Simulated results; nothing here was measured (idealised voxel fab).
This is a process module. Its name is voxel ribs on slabs.
For reference, the cross-section in this document is cut, with width 155 nm and square cells of 5 nm.
This document writes a cross-section as a grid whose cells are square, and gives it as bands, listed from the top down; one or more rows of cells form a band. Per band: top height and bottom height in nm, followed by the left-to-right materials and their widths in nm; "all across" marks a single material spanning edge to edge, "air" marks empty space. Below 0: as-received wafer, all one material; heights counted from there. Lowest band: no bottom, goes on down, written "from 0 down". Quick explanation for "30..40": the width changes in equal steps down the rows of cells, from the first number in the band's top row to the second number in its bottom row. "no modifications" after a step means that no cell of the cross-section changed. "Internal closed voids" - sealed voids, min. 8 cells, no opening to top; format: width x height at distance (distance from left edge; nm throughout). Anything after a step's settings on that line? It's the simulator's own note about the step. If you see "overlay nm" on a step's line and that step has a mask, it's telling you how far right of where it was planned the mask ended up; a negative number means it went left instead.
STEPS IN THE PROCESS PLAN
1) RECEIVE (material Si)
2) DIRECTIONAL_DEP (material SiO2; thk nm 20)
3) DIRECTIONAL_DEP (material SiN; thk nm 15)
4) DIRECTIONAL_DEP (material aC; thk nm 10)
5) PATTERN (tone cover; mask id RIB; material resist; width nm 30; thk nm 30; overlay nm 0)
6) DIRECTIONAL_ETCH (etch materials aC; depth nm 10)
7) STRIP (etch materials resist)
8) DIRECTIONAL_ETCH (etch materials SiN; depth nm 10)
9) STRIP (etch materials aC)
10) DIRECTIONAL_DEP (material aC; thk nm 15)
11) PATTERN (tone cover; mask id SLAB; material resist; width nm 90; thk nm 35; overlay nm 0)
12) DIRECTIONAL_ETCH (etch materials aC; depth nm 15)
13) STRIP (etch materials resist)
14) DIRECTIONAL_ETCH (etch materials SiN; depth nm 5)
15) STRIP (etch materials aC)
16) FILL_DEP (material SiO2; thk nm 25)
17) CMP (height nm 50)
18) DIRECTIONAL_DEP (material W; thk nm 10)
19) DIRECTIONAL_DEP (material aC; thk nm 15)
20) PATTERN (tone cover; mask id HEATER; material resist; width nm 40; thk nm 35; overlay nm 0)
21) DIRECTIONAL_ETCH (etch materials aC; depth nm 15)
22) STRIP (etch materials resist)
23) DIRECTIONAL_ETCH (etch materials W; depth nm 10)
24) STRIP (etch materials aC)
25) CONFORMAL_DEP (material SiN; thk nm 10)
FIRST OF TWO WAFERS, PROCESSED ACCORDING TO PLAN
THIS IS THE CROSS-SECTION OF THE WAFER AS WE RECEIVED IT, I.E. AFTER STEP 1
* from 0 down = Si all across
* Internal closed voids: none
CROSS-SECTION OF THE WAFER AFTER STEP 2
* from 20 to 0 = SiO2 all across
* Beneath the level 0, the cross-section is identical to its previous state.
CROSS-SECTION OF THE WAFER AFTER STEP 3
* from 35 to 20 = SiN all across
* Beneath the level 20, the cross-section is identical to its previous state.
CROSS-SECTION OF THE WAFER AFTER STEP 4
* from 45 to 35 = aC all across
* Beneath the level 35, the cross-section is identical to its previous state.
CROSS-SECTION OF THE WAFER AFTER STEP 5
* from 75 to 45 = air 60, resist 30, air 65
* Beneath the level 45, the cross-section is identical to its previous state.
CROSS-SECTION OF THE WAFER AFTER STEP 6
* from 65 to 45 = air 60, resist 30, air 65
* from 45 to 35 = air 60, aC 30, air 65
* Beneath the level 35, the cross-section is identical to its previous state.
CROSS-SECTION OF THE WAFER AFTER STEP 7
* from 45 to 35 = air 60, aC 30, air 65
* Beneath the level 35, the cross-section is identical to its previous state.
CROSS-SECTION OF THE WAFER AFTER STEP 8
* from 45 to 35 = air 60, aC 30, air 65
* from 35 to 25 = air 60, SiN 30, air 65
* Beneath the level 25, the cross-section is identical to its previous state.
CROSS-SECTION OF THE WAFER AFTER STEP 9
* from 35 to 25 = air 60, SiN 30, air 65
* Beneath the level 25, the cross-section is identical to its previous state.
CROSS-SECTION OF THE WAFER AFTER STEP 10
* from 50 to 40 = air 60, aC 30, air 65
* from 40 to 35 = aC all across
* from 35 to 25 = aC 60, SiN 30, aC 65
* Beneath the level 25, the cross-section is identical to its previous state.
CROSS-SECTION OF THE WAFER AFTER STEP 11
* from 85 to 50 = air 30, resist 90, air 35
* from 50 to 40 = air 30, resist 30, aC 30, resist 30, air 35
* Beneath the level 40, the cross-section is identical to its previous state.
CROSS-SECTION OF THE WAFER AFTER STEP 12
* from 70 to 50 = air 30, resist 90, air 35
* from 50 to 40 = air 30, resist 30, aC 30, resist 30, air 35
* from 40 to 35 = air 30, aC 90, air 35
* from 35 to 25 = air 30, aC 30, SiN 30, aC 30, air 35
* Beneath the level 25, the cross-section is identical to its previous state.
CROSS-SECTION OF THE WAFER AFTER STEP 13
* from 50 to 40 = air 60, aC 30, air 65
* Beneath the level 40, the cross-section is identical to its previous state.
CROSS-SECTION OF THE WAFER AFTER STEP 14
* from 50 to 40 = air 60, aC 30, air 65
* from 40 to 35 = air 30, aC 90, air 35
* from 35 to 25 = air 30, aC 30, SiN 30, aC 30, air 35
* from 25 to 20 = air 30, SiN 90, air 35
* Beneath the level 20, the cross-section is identical to its previous state.
CROSS-SECTION OF THE WAFER AFTER STEP 15
* from 35 to 25 = air 60, SiN 30, air 65
* Beneath the level 25, the cross-section is identical to its previous state.
CROSS-SECTION OF THE WAFER AFTER STEP 16
* from 60 to 35 = SiO2 all across
* from 35 to 25 = SiO2 60, SiN 30, SiO2 65
* from 25 to 20 = SiO2 30, SiN 90, SiO2 35
* Beneath the level 20, the cross-section is identical to its previous state.
CROSS-SECTION OF THE WAFER AFTER STEP 17
* from 50 to 35 = SiO2 all across
* Beneath the level 35, the cross-section is identical to its previous state.
CROSS-SECTION OF THE WAFER AFTER STEP 18
* from 60 to 50 = W all across
* Beneath the level 50, the cross-section is identical to its previous state.
CROSS-SECTION OF THE WAFER AFTER STEP 19
* from 75 to 60 = aC all across
* Beneath the level 60, the cross-section is identical to its previous state.
CROSS-SECTION OF THE WAFER AFTER STEP 20
* from 110 to 75 = air 55, resist 40, air 60
* Beneath the level 75, the cross-section is identical to its previous state.
CROSS-SECTION OF THE WAFER AFTER STEP 21
* from 95 to 75 = air 55, resist 40, air 60
* from 75 to 60 = air 55, aC 40, air 60
* Beneath the level 60, the cross-section is identical to its previous state.
CROSS-SECTION OF THE WAFER AFTER STEP 22
* from 75 to 60 = air 55, aC 40, air 60
* Beneath the level 60, the cross-section is identical to its previous state.
CROSS-SECTION OF THE WAFER AFTER STEP 23
* from 75 to 60 = air 55, aC 40, air 60
* from 60 to 50 = air 55, W 40, air 60
* Beneath the level 50, the cross-section is identical to its previous state.
CROSS-SECTION OF THE WAFER AFTER STEP 24
* from 60 to 50 = air 55, W 40, air 60
* Beneath the level 50, the cross-section is identical to its previous state.
CROSS-SECTION OF THE WAFER AFTER STEP 25
* from 70 to 60 = air 45, SiN 60, air 50
* from 60 to 50 = SiN 55, W 40, SiN 60
* Beneath the level 50, the cross-section is identical to its previous state.
THE SECOND WAFER WAS PREPARED FROM THE SAME STARTING POINT AND UNDER THE SAME PLAN AS THE FIRST; ITS PROCESSING CONTAINED ONE MISTAKE, AND IT REMAINS INDISTINGUISHABLE FROM THE FIRST WAFER UP TO AND INCLUDING STEP 24
Look at the second wafer in cross-section at the time step 25 ought to have finished: no modifications
Run error: step 25 of the plan got skipped, so it never ran
Once processing is complete, comparing cell counts shows that the second wafer has more or fewer of certain materials than the first: SiN -70
